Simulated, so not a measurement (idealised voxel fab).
The process module presented herein is designated voxel self aligned contacts.
Displayed cross-section: cut, width of 215 nm, square cells sized 5 nm.
Reading order for cross-sections: top band down to bottom band. Underlying form: a grid of square cells. Band size: one or more rows of cells.
Look at the band entry: it leads with the top's height and the bottom's height in nm. Then it lists the materials left to right, with a width in nm for each. The word "throughout" on a single material says that material fills the band edge to edge. The word "blank" is empty space.
Height datum 0, below which the as-received substrate wafer is one material. Lowest band open at the bottom, running downward: "0 nm and below".
Read "30 to 40" as a graded width: first number on top, second number at the bottom, same change between each pair of neighbouring rows.
For the purposes of this document, the phrase "no modifications" attached to a step denotes that no cell within the cross-section was modified by that step.
Any empty space of 8 cells or more lacking an open way to the top shows up in "Trapped voids" as width x height at distance, distance from the left edge, in nm.
If you see something after the settings on a step's line, that's the simulator's own remark about that step.
Each step line may optionally specify "overlay nm", which for a step with a mask gives the rightward distance between the mask's planned place and where it lay, a negative value indicating the leftward direction.

THE FOLLOWING LIST GIVES THE PLANNED PROCESS STEPS
1. RECEIVE (material Si)
2. OXIDIZE (depth nm 5)
3. DIRECTIONAL_DEP (material polySi; thk nm 20)
4. DIRECTIONAL_DEP (material SiN; thk nm 15)
5. DIRECTIONAL_DEP (material aC; thk nm 15)
6. PATTERN (tone cover; mask id GATE; material resist; width nm 30; pitch nm 65; thk nm 30; overlay nm 0)
7. DIRECTIONAL_ETCH (etch materials aC; depth nm 15)
8. STRIP (etch materials resist)
9. DIRECTIONAL_ETCH (etch materials SiN; depth nm 15)
10. DIRECTIONAL_ETCH (etch materials polySi; depth nm 20)
11. STRIP (etch materials aC)
12. CONFORMAL_DEP (material SiN; thk nm 5)
13. DIRECTIONAL_ETCH (etch materials SiN; depth nm 5)
14. FILL_DEP (material SiO2; thk nm 15)
15. CMP (height nm 45)
16. DIRECTIONAL_DEP (material aC; thk nm 10)
17. PATTERN (tone open; mask id CONTACT; material resist; width nm 45; pitch nm 65; thk nm 25; overlay nm 0)
18. DIRECTIONAL_ETCH (etch materials aC; depth nm 10)
19. STRIP (etch materials resist)
20. DIRECTIONAL_ETCH (etch materials SiO2; depth nm 50)
21. STRIP (etch materials aC)
22. CONFORMAL_DEP (material TiN; thk nm 5)
23. FILL_DEP (material W; thk nm 5)
24. CMP (height nm 45)
25. CONFORMAL_DEP (material SiN; thk nm 5)

FIRST OF TWO WAFERS, WITH THE RUN CARRIED OUT AS PLANNED

SO THIS IS THE INCOMING WAFER IN CROSS-SECTION - IT'S ALREADY BEEN THROUGH STEP 1
	0 nm and below: Si throughout
	Trapped voids: none

CROSS-SECTION: WAFER STATE AFTER STEP 2
	0 nm to -5 nm: SiO2 throughout
	All layers under -5 are left as they were.

CROSS-SECTION: WAFER STATE AFTER STEP 3
	20 nm to 0 nm: polySi throughout
	All layers under 0 are left as they were.

CROSS-SECTION: WAFER STATE AFTER STEP 4
	35 nm to 20 nm: SiN throughout
	All layers under 20 are left as they were.

CROSS-SECTION: WAFER STATE AFTER STEP 5
	50 nm to 35 nm: aC throughout
	All layers under 35 are left as they were.

CROSS-SECTION: WAFER STATE AFTER STEP 6
	80 nm to 50 nm: blank (25)  resist (30)  blank (35)  resist (30)  blank (35)  resist (30)  blank (30)
	All layers under 50 are left as they were.

CROSS-SECTION: WAFER STATE AFTER STEP 7
	65 nm to 50 nm: blank (25)  resist (30)  blank (35)  resist (30)  blank (35)  resist (30)  blank (30)
	50 nm to 35 nm: blank (25)  aC (30)  blank (35)  aC (30)  blank (35)  aC (30)  blank (30)
	All layers under 35 are left as they were.

CROSS-SECTION: WAFER STATE AFTER STEP 8
	50 nm to 35 nm: blank (25)  aC (30)  blank (35)  aC (30)  blank (35)  aC (30)  blank (30)
	All layers under 35 are left as they were.

CROSS-SECTION: WAFER STATE AFTER STEP 9
	50 nm to 35 nm: blank (25)  aC (30)  blank (35)  aC (30)  blank (35)  aC (30)  blank (30)
	35 nm to 20 nm: blank (25)  SiN (30)  blank (35)  SiN (30)  blank (35)  SiN (30)  blank (30)
	All layers under 20 are left as they were.

CROSS-SECTION: WAFER STATE AFTER STEP 10
	50 nm to 35 nm: blank (25)  aC (30)  blank (35)  aC (30)  blank (35)  aC (30)  blank (30)
	35 nm to 20 nm: blank (25)  SiN (30)  blank (35)  SiN (30)  blank (35)  SiN (30)  blank (30)
	20 nm to 0 nm: blank (25)  polySi (30)  blank (35)  polySi (30)  blank (35)  polySi (30)  blank (30)
	All layers under 0 are left as they were.

CROSS-SECTION: WAFER STATE AFTER STEP 11
	35 nm to 20 nm: blank (25)  SiN (30)  blank (35)  SiN (30)  blank (35)  SiN (30)  blank (30)
	All layers under 20 are left as they were.

CROSS-SECTION: WAFER STATE AFTER STEP 12
	40 nm to 20 nm: blank (20)  SiN (40)  blank (25)  SiN (40)  blank (25)  SiN (40)  blank (25)
	20 nm to 5 nm: blank (20)  SiN (5)  polySi (30)  SiN (5)  blank (25)  SiN (5)  polySi (30)  SiN (5)  blank (25)  SiN (5)  polySi (30)  SiN (5)  blank (25)
	5 nm to 0 nm: SiN (25)  polySi (30)  SiN (35)  polySi (30)  SiN (35)  polySi (30)  SiN (30)
	All layers under 0 are left as they were.

CROSS-SECTION: WAFER STATE AFTER STEP 13
	35 nm to 20 nm: blank (20)  SiN (40)  blank (25)  SiN (40)  blank (25)  SiN (40)  blank (25)
	20 nm to 0 nm: blank (20)  SiN (5)  polySi (30)  SiN (5)  blank (25)  SiN (5)  polySi (30)  SiN (5)  blank (25)  SiN (5)  polySi (30)  SiN (5)  blank (25)
	All layers under 0 are left as they were.

CROSS-SECTION: WAFER STATE AFTER STEP 14
	50 nm to 35 nm: SiO2 throughout
	35 nm to 20 nm: SiO2 (20)  SiN (40)  SiO2 (25)  SiN (40)  SiO2 (25)  SiN (40)  SiO2 (25)
	20 nm to 0 nm: SiO2 (20)  SiN (5)  polySi (30)  SiN (5)  SiO2 (25)  SiN (5)  polySi (30)  SiN (5)  SiO2 (25)  SiN (5)  polySi (30)  SiN (5)  SiO2 (25)
	All layers under 0 are left as they were.

CROSS-SECTION: WAFER STATE AFTER STEP 15
	45 nm to 35 nm: SiO2 throughout
	All layers under 35 are left as they were.

CROSS-SECTION: WAFER STATE AFTER STEP 16
	55 nm to 45 nm: aC throughout
	All layers under 45 are left as they were.

CROSS-SECTION: WAFER STATE AFTER STEP 17
	80 nm to 55 nm: resist (50)  blank (45)  resist (20)  blank (45)  resist (55)
	All layers under 55 are left as they were.

CROSS-SECTION: WAFER STATE AFTER STEP 18
	70 nm to 55 nm: resist (50)  blank (45)  resist (20)  blank (45)  resist (55)
	55 nm to 45 nm: aC (50)  blank (45)  aC (20)  blank (45)  aC (55)
	All layers under 45 are left as they were.

CROSS-SECTION: WAFER STATE AFTER STEP 19
	55 nm to 45 nm: aC (50)  blank (45)  aC (20)  blank (45)  aC (55)
	All layers under 45 are left as they were.

CROSS-SECTION: WAFER STATE AFTER STEP 20
	55 nm to 45 nm: aC (50)  blank (45)  aC (20)  blank (45)  aC (55)
	45 nm to 35 nm: SiO2 (50)  blank (45)  SiO2 (20)  blank (45)  SiO2 (55)
	35 nm to 20 nm: SiO2 (20)  SiN (40)  blank (25)  SiN (40)  blank (25)  SiN (40)  SiO2 (25)
	20 nm to 0 nm: SiO2 (20)  SiN (5)  polySi (30)  SiN (5)  blank (25)  SiN (5)  polySi (30)  SiN (5)  blank (25)  SiN (5)  polySi (30)  SiN (5)  SiO2 (25)
	0 nm to -5 nm: SiO2 (60)  blank (25)  SiO2 (40)  blank (25)  SiO2 (65)
	All layers under -5 are left as they were.

CROSS-SECTION: WAFER STATE AFTER STEP 21
	45 nm to 35 nm: SiO2 (50)  blank (45)  SiO2 (20)  blank (45)  SiO2 (55)
	All layers under 35 are left as they were.

CROSS-SECTION: WAFER STATE AFTER STEP 22
	50 nm to 45 nm: TiN (55)  blank (35)  TiN (30)  blank (35)  TiN (60)
	45 nm to 35 nm: SiO2 (50)  TiN (5 to 15)  blank (35 to 15)  TiN (5 to 15)  SiO2 (20)  TiN (5 to 15)  blank (35 to 15)  TiN (5 to 15)  SiO2 (55)
	35 nm to 20 nm: SiO2 (20)  SiN (40)  TiN (5)  blank (15)  TiN (5)  SiN (40)  TiN (5)  blank (15)  TiN (5)  SiN (40)  SiO2 (25)
	20 nm to 0 nm: SiO2 (20)  SiN (5)  polySi (30)  SiN (5)  TiN (5)  blank (15)  TiN (5)  SiN (5)  polySi (30)  SiN (5)  TiN (5)  blank (15)  TiN (5)  SiN (5)  polySi (30)  SiN (5)  SiO2 (25)
	0 nm to -5 nm: SiO2 (60)  TiN (25)  SiO2 (40)  TiN (25)  SiO2 (65)
	All layers under -5 are left as they were.

CROSS-SECTION: WAFER STATE AFTER STEP 23
	55 nm to 50 nm: W throughout
	50 nm to 45 nm: TiN (55)  W (35)  TiN (30)  W (35)  TiN (60)
	45 nm to 35 nm: SiO2 (50)  TiN (5 to 15)  W (35 to 15)  TiN (5 to 15)  SiO2 (20)  TiN (5 to 15)  W (35 to 15)  TiN (5 to 15)  SiO2 (55)
	35 nm to 20 nm: SiO2 (20)  SiN (40)  TiN (5)  W (15)  TiN (5)  SiN (40)  TiN (5)  W (15)  TiN (5)  SiN (40)  SiO2 (25)
	20 nm to 0 nm: SiO2 (20)  SiN (5)  polySi (30)  SiN (5)  TiN (5)  W (15)  TiN (5)  SiN (5)  polySi (30)  SiN (5)  TiN (5)  W (15)  TiN (5)  SiN (5)  polySi (30)  SiN (5)  SiO2 (25)
	All layers under 0 are left as they were.

CROSS-SECTION: WAFER STATE AFTER STEP 24
	45 nm to 35 nm: SiO2 (50)  TiN (5 to 15)  W (35 to 15)  TiN (5 to 15)  SiO2 (20)  TiN (5 to 15)  W (35 to 15)  TiN (5 to 15)  SiO2 (55)
	All layers under 35 are left as they were.

CROSS-SECTION: WAFER STATE AFTER STEP 25
	50 nm to 45 nm: SiN throughout
	All layers under 45 are left as they were.

SECOND WAFER (IDENTICAL START AND PLAN, ONE PROCESSING ERROR; MATCHES FIRST WAFER THROUGH STEP 2)

SECOND WAFER SHOWN IN CROSS-SECTION AT THE TIME STEP 3 WAS SLATED TO END
	20 nm to 0 nm: SiN throughout
	All layers under 0 are left as they were.

SECOND WAFER SHOWN IN CROSS-SECTION AT THE TIME STEP 4 WAS SLATED TO END
	35 nm to 0 nm: SiN throughout
	All layers under 0 are left as they were.

SECOND WAFER SHOWN IN CROSS-SECTION AT THE TIME STEP 5 WAS SLATED TO END
	50 nm to 35 nm: aC throughout
	All layers under 35 are left as they were.

SECOND WAFER SHOWN IN CROSS-SECTION AT THE TIME STEP 6 WAS SLATED TO END
	80 nm to 50 nm: blank (25)  resist (30)  blank (35)  resist (30)  blank (35)  resist (30)  blank (30)
	All layers under 50 are left as they were.

SECOND WAFER SHOWN IN CROSS-SECTION AT THE TIME STEP 7 WAS SLATED TO END
	65 nm to 50 nm: blank (25)  resist (30)  blank (35)  resist (30)  blank (35)  resist (30)  blank (30)
	50 nm to 35 nm: blank (25)  aC (30)  blank (35)  aC (30)  blank (35)  aC (30)  blank (30)
	All layers under 35 are left as they were.

SECOND WAFER SHOWN IN CROSS-SECTION AT THE TIME STEP 8 WAS SLATED TO END
	50 nm to 35 nm: blank (25)  aC (30)  blank (35)  aC (30)  blank (35)  aC (30)  blank (30)
	All layers under 35 are left as they were.

SECOND WAFER SHOWN IN CROSS-SECTION AT THE TIME STEP 9 WAS SLATED TO END
	50 nm to 35 nm: blank (25)  aC (30)  blank (35)  aC (30)  blank (35)  aC (30)  blank (30)
	35 nm to 20 nm: blank (25)  SiN (30)  blank (35)  SiN (30)  blank (35)  SiN (30)  blank (30)
	All layers under 20 are left as they were.

Second wafer shown in cross-section at the time step 10 was slated to end: no modifications

SECOND WAFER SHOWN IN CROSS-SECTION AT THE TIME STEP 11 WAS SLATED TO END
	35 nm to 20 nm: blank (25)  SiN (30)  blank (35)  SiN (30)  blank (35)  SiN (30)  blank (30)
	All layers under 20 are left as they were.

SECOND WAFER SHOWN IN CROSS-SECTION AT THE TIME STEP 12 WAS SLATED TO END
	40 nm to 25 nm: blank (20)  SiN (40)  blank (25)  SiN (40)  blank (25)  SiN (40)  blank (25)
	25 nm to 0 nm: SiN throughout
	All layers under 0 are left as they were.

SECOND WAFER SHOWN IN CROSS-SECTION AT THE TIME STEP 13 WAS SLATED TO END
	35 nm to 20 nm: blank (20)  SiN (40)  blank (25)  SiN (40)  blank (25)  SiN (40)  blank (25)
	All layers under 20 are left as they were.

SECOND WAFER SHOWN IN CROSS-SECTION AT THE TIME STEP 14 WAS SLATED TO END
	50 nm to 35 nm: SiO2 throughout
	35 nm to 20 nm: SiO2 (20)  SiN (40)  SiO2 (25)  SiN (40)  SiO2 (25)  SiN (40)  SiO2 (25)
	All layers under 20 are left as they were.

SECOND WAFER SHOWN IN CROSS-SECTION AT THE TIME STEP 15 WAS SLATED TO END
	45 nm to 35 nm: SiO2 throughout
	All layers under 35 are left as they were.

SECOND WAFER SHOWN IN CROSS-SECTION AT THE TIME STEP 16 WAS SLATED TO END
	55 nm to 45 nm: aC throughout
	All layers under 45 are left as they were.

SECOND WAFER SHOWN IN CROSS-SECTION AT THE TIME STEP 17 WAS SLATED TO END
	80 nm to 55 nm: resist (50)  blank (45)  resist (20)  blank (45)  resist (55)
	All layers under 55 are left as they were.

SECOND WAFER SHOWN IN CROSS-SECTION AT THE TIME STEP 18 WAS SLATED TO END
	70 nm to 55 nm: resist (50)  blank (45)  resist (20)  blank (45)  resist (55)
	55 nm to 45 nm: aC (50)  blank (45)  aC (20)  blank (45)  aC (55)
	All layers under 45 are left as they were.

SECOND WAFER SHOWN IN CROSS-SECTION AT THE TIME STEP 19 WAS SLATED TO END
	55 nm to 45 nm: aC (50)  blank (45)  aC (20)  blank (45)  aC (55)
	All layers under 45 are left as they were.

SECOND WAFER SHOWN IN CROSS-SECTION AT THE TIME STEP 20 WAS SLATED TO END
	55 nm to 45 nm: aC (50)  blank (45)  aC (20)  blank (45)  aC (55)
	45 nm to 35 nm: SiO2 (50)  blank (45)  SiO2 (20)  blank (45)  SiO2 (55)
	35 nm to 20 nm: SiO2 (20)  SiN (40)  blank (25)  SiN (40)  blank (25)  SiN (40)  SiO2 (25)
	All layers under 20 are left as they were.

SECOND WAFER SHOWN IN CROSS-SECTION AT THE TIME STEP 21 WAS SLATED TO END
	45 nm to 35 nm: SiO2 (50)  blank (45)  SiO2 (20)  blank (45)  SiO2 (55)
	All layers under 35 are left as they were.

SECOND WAFER SHOWN IN CROSS-SECTION AT THE TIME STEP 22 WAS SLATED TO END
	50 nm to 45 nm: TiN (55)  blank (35)  TiN (30)  blank (35)  TiN (60)
	45 nm to 35 nm: SiO2 (50)  TiN (5 to 15)  blank (35 to 15)  TiN (5 to 15)  SiO2 (20)  TiN (5 to 15)  blank (35 to 15)  TiN (5 to 15)  SiO2 (55)
	35 nm to 25 nm: SiO2 (20)  SiN (40)  TiN (5)  blank (15)  TiN (5)  SiN (40)  TiN (5)  blank (15)  TiN (5)  SiN (40)  SiO2 (25)
	25 nm to 20 nm: SiO2 (20)  SiN (40)  TiN (25)  SiN (40)  TiN (25)  SiN (40)  SiO2 (25)
	All layers under 20 are left as they were.

SECOND WAFER SHOWN IN CROSS-SECTION AT THE TIME STEP 23 WAS SLATED TO END
	55 nm to 50 nm: W throughout
	50 nm to 45 nm: TiN (55)  W (35)  TiN (30)  W (35)  TiN (60)
	45 nm to 35 nm: SiO2 (50)  TiN (5 to 15)  W (35 to 15)  TiN (5 to 15)  SiO2 (20)  TiN (5 to 15)  W (35 to 15)  TiN (5 to 15)  SiO2 (55)
	35 nm to 25 nm: SiO2 (20)  SiN (40)  TiN (5)  W (15)  TiN (5)  SiN (40)  TiN (5)  W (15)  TiN (5)  SiN (40)  SiO2 (25)
	All layers under 25 are left as they were.

SECOND WAFER SHOWN IN CROSS-SECTION AT THE TIME STEP 24 WAS SLATED TO END
	45 nm to 35 nm: SiO2 (50)  TiN (5 to 15)  W (35 to 15)  TiN (5 to 15)  SiO2 (20)  TiN (5 to 15)  W (35 to 15)  TiN (5 to 15)  SiO2 (55)
	All layers under 35 are left as they were.

SECOND WAFER SHOWN IN CROSS-SECTION AT THE TIME STEP 25 WAS SLATED TO END
	50 nm to 45 nm: SiN throughout
	All layers under 45 are left as they were.
Heads up, the wafer didn't run the way we planned it: step 3 was not run as planned; what actually ran was DIRECTIONAL_DEP (material SiN; thk nm 20)
The closing comparison, in cells, has the second wafer with more or fewer of some materials than the first: SiN +148 | SiO2 -26 | TiN -20 | W -30 | polySi -72
